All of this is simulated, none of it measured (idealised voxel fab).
process module | voxel transistor to metal
cross-section cut | 270 nm wide | cells 5 nm
A cross-section is a grid of square cells, given in bands from the top down. A band is one or more rows of cells.
Each band's line starts with the height of the band's top and of its bottom, in nm. Then come its materials from left to right, each with its width in nm. One material with "throughout" fills the band from edge to edge. "air" is empty space.
Height 0 is the level under which the wafer as received is all one material. The lowest band goes on downwards, as in "0 down".
A width such as "30 to 40" changes by the same amount from each row of cells to the next, from the band's top row to its bottom row.
"no change" after a step means that no cell of the cross-section changed.
closed voids: empty space of 8 cells or more with no open way to the top, each as width x height at its distance from the left edge, in nm
after a step's settings: what the simulator itself notes on the step
overlay nm, on a step with a mask: how far to the right of its planned place the mask lay; to the left if negative
plan
1 op RECEIVE | material Si
2 op OXIDIZE | depth nm 5
3 op CONFORMAL_DEP | material SiN | thk nm 15
4 op DIRECTIONAL_DEP | material aC | thk nm 10
5 op PATTERN | tone cover | mask id ACTIVE | material resist | width nm 105 | pitch nm 125 | thk nm 30 | overlay nm 0
6 op DIRECTIONAL_ETCH | etch materials aC | depth nm 10
7 op STRIP | etch materials resist
8 op DIRECTIONAL_ETCH | etch materials SiN | depth nm 15
9 op DIRECTIONAL_ETCH | etch materials SiO2 | depth nm 5
10 op DIRECTIONAL_ETCH | etch materials Si | depth nm 30
11 op STRIP | etch materials aC
12 op FILL_DEP | material SiO2 | thk nm 10
13 op CMP | height nm 15
14 op SELECTIVE_ETCH | etch materials SiO2 | depth nm 15
15 op STRIP | etch materials SiN
16 op SELECTIVE_ETCH | etch materials SiO2 | depth nm 5
17 op OXIDIZE | depth nm 5
18 op DIRECTIONAL_DEP | material polySi | thk nm 20
19 op DIRECTIONAL_DEP | material SiCN | thk nm 15
20 op MASKED_ETCH | tone cover | mask id GATE | width nm 25 | pitch nm 125 | etch materials SiCN | depth nm 25 | overlay nm 0
21 op MASKED_ETCH | tone cover | mask id GATE | width nm 25 | pitch nm 125 | etch materials polySi | depth nm 30 | overlay nm 0
22 op CONFORMAL_DEP | material SiO2 | thk nm 5
23 op DIRECTIONAL_ETCH | etch materials SiO2 | depth nm 5
24 op CONFORMAL_DEP | material SiN | thk nm 5
25 op DIRECTIONAL_ETCH | etch materials SiN | depth nm 5
26 op DIRECTIONAL_ETCH | etch materials SiO2 | depth nm 5
27 op EPI | material nSi | thk nm 5
28 op FILL_DEP | material SiO2 | thk nm 10
29 op CMP | height nm 30
30 op DIRECTIONAL_DEP | material SiO2 | thk nm 15
31 op DIRECTIONAL_DEP | material aC | thk nm 15
32 op PATTERN | tone open | mask id CONTACT | material resist | width nm 30 | thk nm 35 | overlay nm 0
33 op DIRECTIONAL_ETCH | etch materials aC | depth nm 15
34 op STRIP | etch materials resist
35 op DIRECTIONAL_ETCH | etch materials SiO2 | depth nm 50
36 op STRIP | etch materials aC
37 op CONFORMAL_DEP | material TiN | thk nm 5
38 op FILL_DEP | material Ru | thk nm 10
39 op CMP | height nm 45
40 op DIRECTIONAL_DEP | material TiN | thk nm 5
41 op DIRECTIONAL_DEP | material W | thk nm 25
42 op MASKED_ETCH | tone cover | mask id METAL_1 | width nm 20 | etch materials W | depth nm 25 | overlay nm 0
43 op MASKED_ETCH | tone cover | mask id METAL_1 | width nm 20 | etch materials TiN | depth nm 5 | overlay nm 0
44 op FILL_DEP | material lowk | thk nm 5
45 op CMP | height nm 75
46 op CONFORMAL_DEP | material SiN | thk nm 5
as received, after step 1
  0 down: Si throughout
  closed voids: none
first wafer at the end, as planned
  80 to 75: SiN throughout
  75 to 50: lowk 25 | W 20 | lowk 55 | W 20 | lowk 30 | W 20 | lowk 55 | W 20 | lowk 25
  50 to 45: lowk 25 | TiN 20 | lowk 55 | TiN 20 | lowk 30 | TiN 20 | lowk 55 | TiN 20 | lowk 25
  45 to 35: SiO2 25 | TiN 5 | Ru 20 | TiN 5 | SiO2 35 | TiN 5 | Ru 20 | TiN 5 | SiO2 30 | TiN 5 | Ru 20 | TiN 5 | SiO2 35 | TiN 5 | Ru 20 | TiN 5 | SiO2 25
  35 to 30: SiO2 25 | TiN 5 | Ru 15 | TiN 10 | SiO2 35 | TiN 10 | Ru 15 | TiN 5 | SiO2 30 | TiN 5 | Ru 15 | TiN 10 | SiO2 35 | TiN 10 | Ru 15 | TiN 5 | SiO2 25
  30 to 15: SiO2 25 | TiN 5 | Ru 15 | TiN 5 | SiN 5 | SiO2 5 | SiCN 25 | SiO2 5 | SiN 5 | TiN 5 | Ru 15 | TiN 5 | SiO2 30 | TiN 5 | Ru 15 | TiN 5 | SiN 5 | SiO2 5 | SiCN 25 | SiO2 5 | SiN 5 | TiN 5 | Ru 15 | TiN 5 | SiO2 25
  15 to 0: SiO2 25 | TiN 5 | Ru 15 | TiN 5 | SiN 5 | SiO2 5 | polySi 25 | SiO2 5 | SiN 5 | TiN 5 | Ru 15 | TiN 5 | SiO2 30 | TiN 5 | Ru 15 | TiN 5 | SiN 5 | SiO2 5 | polySi 25 | SiO2 5 | SiN 5 | TiN 5 | Ru 15 | TiN 5 | SiO2 25
  0 to -5: SiO2 25 | TiN 25 | SiN 5 | SiO2 5 | polySi 25 | SiO2 5 | SiN 5 | TiN 25 | SiO2 30 | TiN 25 | SiN 5 | SiO2 5 | polySi 25 | SiO2 5 | SiN 5 | TiN 25 | SiO2 25
  -5 to -10: SiO2 15 | nSi 35 | SiO2 45 | nSi 35 | SiO2 10 | nSi 35 | SiO2 45 | nSi 35 | SiO2 15
  -10 to -35: SiO2 20 | Si 105 | SiO2 20 | Si 105 | SiO2 20
  -35 down: Si throughout
  closed voids: none
second wafer at the end: like start, like plan, one mistake
  80 to 75: SiN throughout
  75 to 50: lowk 30 | W 15 | lowk 60 | W 15 | lowk 35 | W 15 | lowk 60 | W 15 | lowk 25
  50 to 45: lowk 25 | TiN 20 | lowk 55 | TiN 20 | lowk 30 | TiN 20 | lowk 55 | TiN 20 | lowk 25
  45 to 35: SiO2 25 | TiN 5 | Ru 20 | TiN 5 | SiO2 35 | TiN 5 | Ru 20 | TiN 5 | SiO2 30 | TiN 5 | Ru 20 | TiN 5 | SiO2 35 | TiN 5 | Ru 20 | TiN 5 | SiO2 25
  35 to 30: SiO2 25 | TiN 5 | Ru 15 | TiN 10 | SiO2 35 | TiN 10 | Ru 15 | TiN 5 | SiO2 30 | TiN 5 | Ru 15 | TiN 10 | SiO2 35 | TiN 10 | Ru 15 | TiN 5 | SiO2 25
  30 to 15: SiO2 25 | TiN 5 | Ru 15 | TiN 5 | SiN 5 | SiO2 5 | SiCN 25 | SiO2 5 | SiN 5 | TiN 5 | Ru 15 | TiN 5 | SiO2 30 | TiN 5 | Ru 15 | TiN 5 | SiN 5 | SiO2 5 | SiCN 25 | SiO2 5 | SiN 5 | TiN 5 | Ru 15 | TiN 5 | SiO2 25
  15 to 0: SiO2 25 | TiN 5 | Ru 15 | TiN 5 | SiN 5 | SiO2 5 | polySi 25 | SiO2 5 | SiN 5 | TiN 5 | Ru 15 | TiN 5 | SiO2 30 | TiN 5 | Ru 15 | TiN 5 | SiN 5 | SiO2 5 | polySi 25 | SiO2 5 | SiN 5 | TiN 5 | Ru 15 | TiN 5 | SiO2 25
  0 to -5: SiO2 25 | TiN 25 | SiN 5 | SiO2 5 | polySi 25 | SiO2 5 | SiN 5 | TiN 25 | SiO2 30 | TiN 25 | SiN 5 | SiO2 5 | polySi 25 | SiO2 5 | SiN 5 | TiN 25 | SiO2 25
  -5 to -10: SiO2 15 | nSi 35 | SiO2 45 | nSi 35 | SiO2 10 | nSi 35 | SiO2 45 | nSi 35 | SiO2 15
  -10 to -35: SiO2 20 | Si 105 | SiO2 20 | Si 105 | SiO2 20
  -35 down: Si throughout
  closed voids: none
what went wrong: step 42 ran as: op MASKED_ETCH | tone cover | mask id METAL_1 | width nm 15 | etch materials W | depth nm 25 | overlay nm 0
at the end the second wafer has, in cells: 20 fewer of W | 20 more of lowk
